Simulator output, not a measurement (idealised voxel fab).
The following is a process module called voxel ribs on slabs.
The width of the displayed cross-section, cut, is 275 nm; its cells are square, with a size of 5 nm.
Notation: cross-section as square-cell grid; stated in bands, top first, going down; one or more cell rows per band. Within each band entry, the heights of the top and of the bottom of the band appear first, in that order and in nm; the materials of the band then follow from left to right, each with its corresponding width in nm. The designation "edge to edge" on a single material indicates that it fills the band from edge to edge; the designation "blank" indicates empty space. Below 0: as-received wafer, all one material; heights counted from there. Lowest band: no bottom, goes on down, written "0 -> down". It should be noted that a width expressed as "30..40" varies in equal increments from row to row of cells within the band, taking the value of the first number at the top row and that of the second number at the bottom row. When a step is marked "remained unchanged", none of the cells in the cross-section changed during that step. What "Fully enclosed voids" gives you is every empty space of 8 cells or more that is cut off from the top. Each appears as width x height at distance, with the distance taken from the left edge and width, height and distance all in nm. after a step's settings: what the simulator itself notes on the step. overlay nm: step with mask; distance mask lay right of planned place; negative value = left of planned place.
The planned process steps are enumerated hereunder:
1: RECEIVE,material Si
2: DIRECTIONAL_DEP,material SiO2,thk nm 25
3: DIRECTIONAL_DEP,material SiN,thk nm 15
4: MASKED_ETCH,tone cover,mask id RIB,width nm 15,etch materials SiN,depth nm 10,overlay nm 0
5: PATTERN,tone cover,mask id SLAB,material resist,width nm 55,thk nm 20,overlay nm 0
6: DIRECTIONAL_ETCH,etch materials SiN,depth nm 5
7: STRIP,etch materials resist
8: FILL_DEP,material SiO2,thk nm 15
9: CMP,height nm 50
10: DIRECTIONAL_DEP,material TiN,thk nm 10
11: PATTERN,tone cover,mask id HEATER,material resist,width nm 25,thk nm 15,overlay nm 0
12: DIRECTIONAL_ETCH,etch materials TiN,depth nm 10
13: STRIP,etch materials resist
14: CONFORMAL_DEP,material SiN,thk nm 5
The first of a set of two wafers, run to plan:
Incoming wafer, cross-sectional view, post step 1:
* 0 -> down: Si edge to edge
* Fully enclosed voids: none
Presented here is a cross-section of the wafer after step 2 has been performed:
* 25 -> 0: SiO2 edge to edge
* Anything lower than 0 is untouched.
Presented here is a cross-section of the wafer after step 3 has been performed:
* 40 -> 25: SiN edge to edge
* Anything lower than 25 is untouched.
Presented here is a cross-section of the wafer after step 4 has been performed:
* 40 -> 30: blank 130 nm, then SiN 15 nm, then blank 130 nm
* Anything lower than 30 is untouched.
Presented here is a cross-section of the wafer after step 5 has been performed:
* 60 -> 40: blank 110 nm, then resist 55 nm, then blank 110 nm
* 40 -> 30: blank 110 nm, then resist 20 nm, then SiN 15 nm, then resist 20 nm, then blank 110 nm
* Anything lower than 30 is untouched.
Presented here is a cross-section of the wafer after step 6 has been performed:
* 60 -> 40: blank 110 nm, then resist 55 nm, then blank 110 nm
* 40 -> 30: blank 110 nm, then resist 20 nm, then SiN 15 nm, then resist 20 nm, then blank 110 nm
* 30 -> 25: blank 110 nm, then SiN 55 nm, then blank 110 nm
* Anything lower than 25 is untouched.
Presented here is a cross-section of the wafer after step 7 has been performed:
* 40 -> 30: blank 130 nm, then SiN 15 nm, then blank 130 nm
* Anything lower than 30 is untouched.
Presented here is a cross-section of the wafer after step 8 has been performed:
* 55 -> 40: SiO2 edge to edge
* 40 -> 30: SiO2 130 nm, then SiN 15 nm, then SiO2 130 nm
* 30 -> 25: SiO2 110 nm, then SiN 55 nm, then SiO2 110 nm
* Anything lower than 25 is untouched.
Presented here is a cross-section of the wafer after step 9 has been performed:
* 50 -> 40: SiO2 edge to edge
* Anything lower than 40 is untouched.
Presented here is a cross-section of the wafer after step 10 has been performed:
* 60 -> 50: TiN edge to edge
* Anything lower than 50 is untouched.
Presented here is a cross-section of the wafer after step 11 has been performed:
* 75 -> 60: blank 125 nm, then resist 25 nm, then blank 125 nm
* Anything lower than 60 is untouched.
Presented here is a cross-section of the wafer after step 12 has been performed:
* 75 -> 60: blank 125 nm, then resist 25 nm, then blank 125 nm
* 60 -> 50: blank 125 nm, then TiN 25 nm, then blank 125 nm
* Anything lower than 50 is untouched.
Presented here is a cross-section of the wafer after step 13 has been performed:
* 60 -> 50: blank 125 nm, then TiN 25 nm, then blank 125 nm
* Anything lower than 50 is untouched.
Presented here is a cross-section of the wafer after step 14 has been performed:
* 65 -> 60: blank 120 nm, then SiN 35 nm, then blank 120 nm
* 60 -> 55: blank 120 nm, then SiN 5 nm, then TiN 25 nm, then SiN 5 nm, then blank 120 nm
* 55 -> 50: SiN 125 nm, then TiN 25 nm, then SiN 125 nm
* Anything lower than 50 is untouched.
Second wafer, same starting state and plan as the first, one mistake in the run, identical through step 2:
When step 3 should have ended:
* 55 -> 25: SiN edge to edge
* Anything lower than 25 is untouched.
When step 4 should have ended:
* 55 -> 45: blank 130 nm, then SiN 15 nm, then blank 130 nm
* Anything lower than 45 is untouched.
When step 5 should have ended:
* 75 -> 55: blank 110 nm, then resist 55 nm, then blank 110 nm
* 55 -> 45: blank 110 nm, then resist 20 nm, then SiN 15 nm, then resist 20 nm, then blank 110 nm
* Anything lower than 45 is untouched.
When step 6 should have ended:
* 75 -> 55: blank 110 nm, then resist 55 nm, then blank 110 nm
* 55 -> 45: blank 110 nm, then resist 20 nm, then SiN 15 nm, then resist 20 nm, then blank 110 nm
* 45 -> 40: blank 110 nm, then SiN 55 nm, then blank 110 nm
* Anything lower than 40 is untouched.
When step 7 should have ended:
* 55 -> 45: blank 130 nm, then SiN 15 nm, then blank 130 nm
* Anything lower than 45 is untouched.
When step 8 should have ended:
* 70 -> 55: SiO2 edge to edge
* 55 -> 45: SiO2 130 nm, then SiN 15 nm, then SiO2 130 nm
* 45 -> 40: SiO2 110 nm, then SiN 55 nm, then SiO2 110 nm
* Anything lower than 40 is untouched.
When step 9 should have ended:
* 50 -> 40: SiO2 130..110 nm, then SiN 15..55 nm, then SiO2 130..110 nm
* Anything lower than 40 is untouched.
When step 10 should have ended:
* 60 -> 50: TiN edge to edge
* Anything lower than 50 is untouched.
When step 11 should have ended:
* 75 -> 60: blank 125 nm, then resist 25 nm, then blank 125 nm
* Anything lower than 60 is untouched.
When step 12 should have ended:
* 75 -> 60: blank 125 nm, then resist 25 nm, then blank 125 nm
* 60 -> 50: blank 125 nm, then TiN 25 nm, then blank 125 nm
* Anything lower than 50 is untouched.
When step 13 should have ended:
* 60 -> 50: blank 125 nm, then TiN 25 nm, then blank 125 nm
* Anything lower than 50 is untouched.
When step 14 should have ended:
* 65 -> 60: blank 120 nm, then SiN 35 nm, then blank 120 nm
* 60 -> 55: blank 120 nm, then SiN 5 nm, then TiN 25 nm, then SiN 5 nm, then blank 120 nm
* 55 -> 50: SiN 125 nm, then TiN 25 nm, then SiN 125 nm
* Anything lower than 50 is untouched.
Deviation from plan: twice over, step 3 of the plan was run
End check, counted in cells, second wafer has more or fewer of these materials than the first: +162 SiN | -162 SiO2
